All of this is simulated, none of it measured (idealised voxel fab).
process module | voxel double patterning
cross-section cut | 280 nm wide | cells 5 nm
A cross-section is a grid of square cells, given in bands from the top down. A band is one or more rows of cells.
Each band's line starts with the height of the band's top and of its bottom, in nm. Then come its materials from left to right, each with its width in nm. One material with "throughout" fills the band from edge to edge. "air" is empty space.
Height 0 is the level under which the wafer as received is all one material. The lowest band goes on downwards, as in "0 down".
A width such as "30 to 40" changes by the same amount from each row of cells to the next, from the band's top row to its bottom row.
"no change" after a step means that no cell of the cross-section changed.
closed voids: empty space of 8 cells or more with no open way to the top, each as width x height at its distance from the left edge, in nm
after a step's settings: what the simulator itself notes on the step
overlay nm, on a step with a mask: how far to the right of its planned place the mask lay; to the left if negative
plan
1 op RECEIVE | material Si
2 op CONFORMAL_DEP | material SiO2 | thk nm 5
3 op DIRECTIONAL_DEP | material TiN | thk nm 20
4 op DIRECTIONAL_DEP | material SiCN | thk nm 5
5 op PATTERN | tone open | mask id FIRST | material resist | width nm 15 | pitch nm 50 | thk nm 15 | overlay nm 0
6 op DIRECTIONAL_ETCH | etch materials SiCN | depth nm 5
7 op STRIP | etch materials resist
8 op PATTERN | tone open | mask id SECOND | material resist | width nm 15 | thk nm 15 | overlay nm 0
9 op DIRECTIONAL_ETCH | etch materials SiCN | depth nm 5
10 op STRIP | etch materials resist
11 op DIRECTIONAL_ETCH | etch materials TiN | depth nm 20
12 op STRIP | etch materials SiCN
first wafer, as planned
as received, after step 1
  0 down: Si throughout
  closed voids: none
after step 2
  5 to 0: SiO2 throughout
  below 0: unchanged
after step 3
  25 to 5: TiN throughout
  below 5: unchanged
after step 4
  30 to 25: SiCN throughout
  below 25: unchanged
after step 5
  45 to 30: resist 105 | air 15 | resist 35 | air 15 | resist 110
  below 30: unchanged
after step 6
  45 to 30: resist 105 | air 15 | resist 35 | air 15 | resist 110
  30 to 25: SiCN 105 | air 15 | SiCN 35 | air 15 | SiCN 110
  below 25: unchanged
after step 7
  30 to 25: SiCN 105 | air 15 | SiCN 35 | air 15 | SiCN 110
  below 25: unchanged
after step 8
  45 to 30: resist 130 | air 15 | resist 135
  30 to 25: SiCN 105 | resist 15 | SiCN 35 | resist 15 | SiCN 110
  below 25: unchanged
after step 9
  45 to 30: resist 130 | air 15 | resist 135
  30 to 25: SiCN 105 | resist 15 | SiCN 10 | air 15 | SiCN 10 | resist 15 | SiCN 110
  below 25: unchanged
after step 10
  30 to 25: SiCN 105 | air 15 | SiCN 10 | air 15 | SiCN 10 | air 15 | SiCN 110
  below 25: unchanged
after step 11
  30 to 25: SiCN 105 | air 15 | SiCN 10 | air 15 | SiCN 10 | air 15 | SiCN 110
  25 to 5: TiN 105 | air 15 | TiN 10 | air 15 | TiN 10 | air 15 | TiN 110
  below 5: unchanged
after step 12
  25 to 5: TiN 105 | air 15 | TiN 10 | air 15 | TiN 10 | air 15 | TiN 110
  below 5: unchanged
second wafer: like start, like plan, one mistake. Through step 4 it matches the first wafer
when step 5 should have ended
  45 to 30: resist 115 | air 15 | resist 35 | air 15 | resist 100
  below 30: unchanged
when step 6 should have ended
  45 to 30: resist 115 | air 15 | resist 35 | air 15 | resist 100
  30 to 25: SiCN 115 | air 15 | SiCN 35 | air 15 | SiCN 100
  below 25: unchanged
when step 7 should have ended
  30 to 25: SiCN 115 | air 15 | SiCN 35 | air 15 | SiCN 100
  below 25: unchanged
when step 8 should have ended
  45 to 30: resist 130 | air 15 | resist 135
  30 to 25: SiCN 115 | resist 15 | SiCN 35 | resist 15 | SiCN 100
  below 25: unchanged
when step 9 should have ended
  45 to 30: resist 130 | air 15 | resist 135
  30 to 25: SiCN 115 | resist 15 | air 15 | SiCN 20 | resist 15 | SiCN 100
  below 25: unchanged
when step 10 should have ended
  30 to 25: SiCN 115 | air 30 | SiCN 20 | air 15 | SiCN 100
  below 25: unchanged
when step 11 should have ended
  30 to 25: SiCN 115 | air 30 | SiCN 20 | air 15 | SiCN 100
  25 to 5: TiN 115 | air 30 | TiN 20 | air 15 | TiN 100
  below 5: unchanged
when step 12 should have ended
  25 to 5: TiN 115 | air 30 | TiN 20 | air 15 | TiN 100
  below 5: unchanged
what went wrong: step 5 ran as: op PATTERN | tone open | mask id FIRST | material resist | width nm 15 | pitch nm 50 | thk nm 15 | overlay nm 10
at the end the second wafer has, in cells: as many of each material as the first, in other places
